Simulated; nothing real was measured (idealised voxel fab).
process module | voxel self aligned contacts
cross-section cut | 270 nm wide | cells 5 nm
A cross-section is a grid of square cells, given in bands from the top down. A band is one or more rows of cells.
Each band's line starts with the height of the band's top and of its bottom, in nm. Then come its materials from left to right, each with its width in nm. One material with "throughout" fills the band from edge to edge. "air" is empty space.
Height 0 is the level under which the wafer as received is all one material. The lowest band goes on downwards, as in "0 down".
A width such as "30 to 40" changes by the same amount from each row of cells to the next, from the band's top row to its bottom row.
"no change" after a step means that no cell of the cross-section changed.
closed voids: empty space of 8 cells or more with no open way to the top, each as width x height at its distance from the left edge, in nm
after a step's settings: what the simulator itself notes on the step
overlay nm, on a step with a mask: how far to the right of its planned place the mask lay; to the left if negative
plan
1 op RECEIVE | material Si
2 op OXIDIZE | depth nm 5
3 op DIRECTIONAL_DEP | material polySi | thk nm 30
4 op DIRECTIONAL_DEP | material SiN | thk nm 20
5 op DIRECTIONAL_DEP | material aC | thk nm 10
6 op PATTERN | tone cover | mask id GATE | material resist | width nm 30 | pitch nm 75 | thk nm 30 | overlay nm 0
7 op DIRECTIONAL_ETCH | etch materials aC | depth nm 10
8 op STRIP | etch materials resist
9 op DIRECTIONAL_ETCH | etch materials SiN | depth nm 20
10 op DIRECTIONAL_ETCH | etch materials polySi | depth nm 30
11 op STRIP | etch materials aC
12 op CONFORMAL_DEP | material SiN | thk nm 10
13 op DIRECTIONAL_ETCH | etch materials SiN | depth nm 5
14 op FILL_DEP | material SiO2 | thk nm 20
15 op CMP | height nm 60
16 op DIRECTIONAL_DEP | material aC | thk nm 10
17 op PATTERN | tone open | mask id CONTACT | material resist | width nm 55 | thk nm 30 | overlay nm 0
18 op DIRECTIONAL_ETCH | etch materials aC | depth nm 10
19 op STRIP | etch materials resist
20 op DIRECTIONAL_ETCH | etch materials SiO2 | depth nm 65
21 op STRIP | etch materials aC
22 op CONFORMAL_DEP | material TiN | thk nm 5
23 op FILL_DEP | material Ru | thk nm 5
24 op CMP | height nm 60
25 op CONFORMAL_DEP | material SiN | thk nm 5
varied across the wafers: depth nm of step 13. The plan shows the first wafer's value. All wafers start alike
first wafer as received, after step 1
  0 down: Si throughout
  closed voids: none
first wafer at the end, after step 25
  65 to 60: SiN throughout
  60 to 55: SiO2 105 | TiN 20 | Ru 15 | TiN 20 | SiO2 110
  55 to 30: SiO2 70 | SiN 50 | TiN 5 | Ru 15 | TiN 5 | SiN 50 | SiO2 75
  30 to 10: SiO2 70 | SiN 10 | polySi 30 | SiN 10 | TiN 5 | Ru 15 | TiN 5 | SiN 10 | polySi 30 | SiN 10 | SiO2 75
  10 to 5: SiO2 70 | SiN 10 | polySi 30 | SiN 10 | TiN 25 | SiN 10 | polySi 30 | SiN 10 | SiO2 75
  5 to 0: SiN 80 | polySi 30 | SiN 45 | polySi 30 | SiN 85
  0 to -5: SiO2 throughout
  -5 down: Si throughout
  closed voids: none
last wafer at the end
  65 to 60: SiN throughout
  60 to 45: SiO2 105 | TiN 5 | Ru 45 | TiN 5 | SiO2 110
  45 to 40: SiO2 105 | TiN 20 | Ru 15 | TiN 20 | SiO2 110
  40 to 30: SiO2 70 | SiN 50 | TiN 5 | Ru 15 | TiN 5 | SiN 50 | SiO2 75
  30 to 0: SiO2 70 | SiN 10 | polySi 30 | SiN 10 | TiN 5 | Ru 15 | TiN 5 | SiN 10 | polySi 30 | SiN 10 | SiO2 75
  0 to -5: SiO2 120 | TiN 25 | SiO2 125
  -5 down: Si throughout
  closed voids: none
each wafer at the end: cells of each material gained (+) or lost (-) since it was received, then its closed voids
depth nm 5 | +30 Ru | -54 Si | +236 SiN | +387 SiO2 | +31 TiN | +72 polySi | closed voids: none
depth nm 10 | +42 Ru | -54 Si | +182 SiN | +425 SiO2 | +35 TiN | +72 polySi | closed voids: none
depth nm 15 | +48 Ru | -54 Si | +162 SiN | +439 SiO2 | +35 TiN | +72 polySi | closed voids: none
depth nm 20 | +54 Ru | -54 Si | +142 SiN | +453 SiO2 | +35 TiN | +72 polySi | closed voids: none
